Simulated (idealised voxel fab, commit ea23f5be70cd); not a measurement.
process module | voxel capacitor over wiring
cross-section cut | 255 nm wide | cells 5 nm
A cross-section is a grid of square cells, given in bands from the top down. A band is one or more rows of cells.
Each band's line starts with the height of the band's top and of its bottom, in nm. Then come its materials from left to right, each with its width in nm. One material with "throughout" fills the band from edge to edge. "air" is empty space.
Height 0 is the level under which the wafer as received is all one material. The lowest band goes on downwards, as in "0 down".
A width such as "30 to 40" changes by the same amount from each row of cells to the next, from the band's top row to its bottom row.
"no change" after a step means that no cell of the cross-section changed.
closed voids: empty space of 8 cells or more with no open way to the top, each as width x height at its distance from the left edge, in nm
after a step's settings: what the simulator itself notes on the step
overlay nm, on a step with a mask: how far to the right of its planned place the mask lay; to the left if negative
plan
1 op RECEIVE | material Si
2 op CONFORMAL_DEP | material SiO2 | thk nm 10
3 op CONFORMAL_DEP | material SiCN | thk nm 5
4 op DIRECTIONAL_DEP | material SiO2 | thk nm 20
5 op PATTERN | tone open | mask id METAL_1 | material resist | width nm 30 | pitch nm 95 | thk nm 20 | overlay nm 0
6 op DIRECTIONAL_ETCH | etch materials SiO2 | depth nm 20
7 op DIRECTIONAL_ETCH | etch materials SiCN | depth nm 5
8 op STRIP | etch materials resist
9 op CONFORMAL_DEP | material TiN | thk nm 5
10 op FILL_DEP | material Ru | thk nm 5
11 op CMP | height nm 35
12 op CONFORMAL_DEP | material SiCN | thk nm 5
13 op DIRECTIONAL_DEP | material SiO2 | thk nm 15
14 op PATTERN | tone open | mask id PLUG_1 | material resist | width nm 15 | thk nm 20 | overlay nm 0
15 op DIRECTIONAL_ETCH | etch materials SiO2 | depth nm 15
16 op DIRECTIONAL_ETCH | etch materials SiCN | depth nm 5
17 op STRIP | etch materials resist
18 op EPI | material Ru | thk nm 10
19 op EPI | material Ru | thk nm 10
20 op DIRECTIONAL_DEP | material TiN | thk nm 10
21 op DIRECTIONAL_DEP | material HfO2 | thk nm 5
22 op DIRECTIONAL_DEP | material TiN | thk nm 10
23 op MASKED_ETCH | tone cover | mask id UPPER_PLATE | width nm 70 | etch materials TiN | depth nm 10 | overlay nm 0
24 op MASKED_ETCH | tone cover | mask id UPPER_PLATE | width nm 70 | etch materials HfO2 | depth nm 5 | overlay nm 0
25 op DIRECTIONAL_DEP | material aC | thk nm 15
26 op PATTERN | tone cover | mask id LOWER_PLATE | material resist | width nm 80 | thk nm 35 | overlay nm 0
27 op DIRECTIONAL_ETCH | etch materials aC | depth nm 15
28 op STRIP | etch materials resist
29 op DIRECTIONAL_ETCH | etch materials TiN | depth nm 10
30 op STRIP | etch materials aC
31 op FILL_DEP | material SiO2 | thk nm 15
32 op CMP | height nm 90
33 op DIRECTIONAL_DEP | material aC | thk nm 15
34 op PATTERN | tone open | mask id PLUG_2 | material resist | width nm 15 | thk nm 30 | overlay nm 0
35 op DIRECTIONAL_ETCH | etch materials aC | depth nm 15
36 op STRIP | etch materials resist
37 op DIRECTIONAL_ETCH | etch materials SiO2 | depth nm 10
38 op STRIP | etch materials aC
39 op CONFORMAL_DEP | material TiN | thk nm 5
40 op FILL_DEP | material W | thk nm 10
41 op CMP | height nm 90
42 op CONFORMAL_DEP | material SiN | thk nm 5
as received, after step 1
  0 down: Si throughout
  closed voids: none
first wafer at the end, as planned
  95 to 90: SiN throughout
  90 to 85: SiO2 90 | TiN 5 | W 5 | TiN 5 | SiO2 150
  85 to 80: SiO2 90 | TiN 15 | SiO2 150
  80 to 70: SiO2 80 | TiN 70 | SiO2 105
  70 to 65: SiO2 80 | HfO2 70 | SiO2 105
  65 to 55: SiO2 75 | TiN 80 | SiO2 100
  55 to 40: SiO2 80 | Ru 15 | SiO2 160
  40 to 35: SiCN 80 | Ru 15 | SiCN 160
  35 to 15: SiO2 65 | TiN 5 | Ru 20 | TiN 5 | SiO2 65 | TiN 5 | Ru 20 | TiN 5 | SiO2 65
  15 to 10: SiCN 65 | TiN 30 | SiCN 65 | TiN 30 | SiCN 65
  10 to 0: SiO2 throughout
  0 down: Si throughout
  closed voids: none
second wafer at the end: like start, like plan, one mistake
  95 to 90: Ru throughout
  90 to 85: SiO2 90 | TiN 5 | W 5 | TiN 5 | SiO2 150
  85 to 80: SiO2 90 | TiN 15 | SiO2 150
  80 to 70: SiO2 80 | TiN 70 | SiO2 105
  70 to 65: SiO2 80 | HfO2 70 | SiO2 105
  65 to 55: SiO2 75 | TiN 80 | SiO2 100
  55 to 40: SiO2 80 | Ru 15 | SiO2 160
  40 to 35: SiCN 80 | Ru 15 | SiCN 160
  35 to 15: SiO2 65 | TiN 5 | Ru 20 | TiN 5 | SiO2 65 | TiN 5 | Ru 20 | TiN 5 | SiO2 65
  15 to 10: SiCN 65 | TiN 30 | SiCN 65 | TiN 30 | SiCN 65
  10 to 0: SiO2 throughout
  0 down: Si throughout
  closed voids: none
what went wrong: step 42 ran as: op CONFORMAL_DEP | material Ru | thk nm 5
at the end the second wafer has, in cells: 51 more of Ru | 51 fewer of SiN
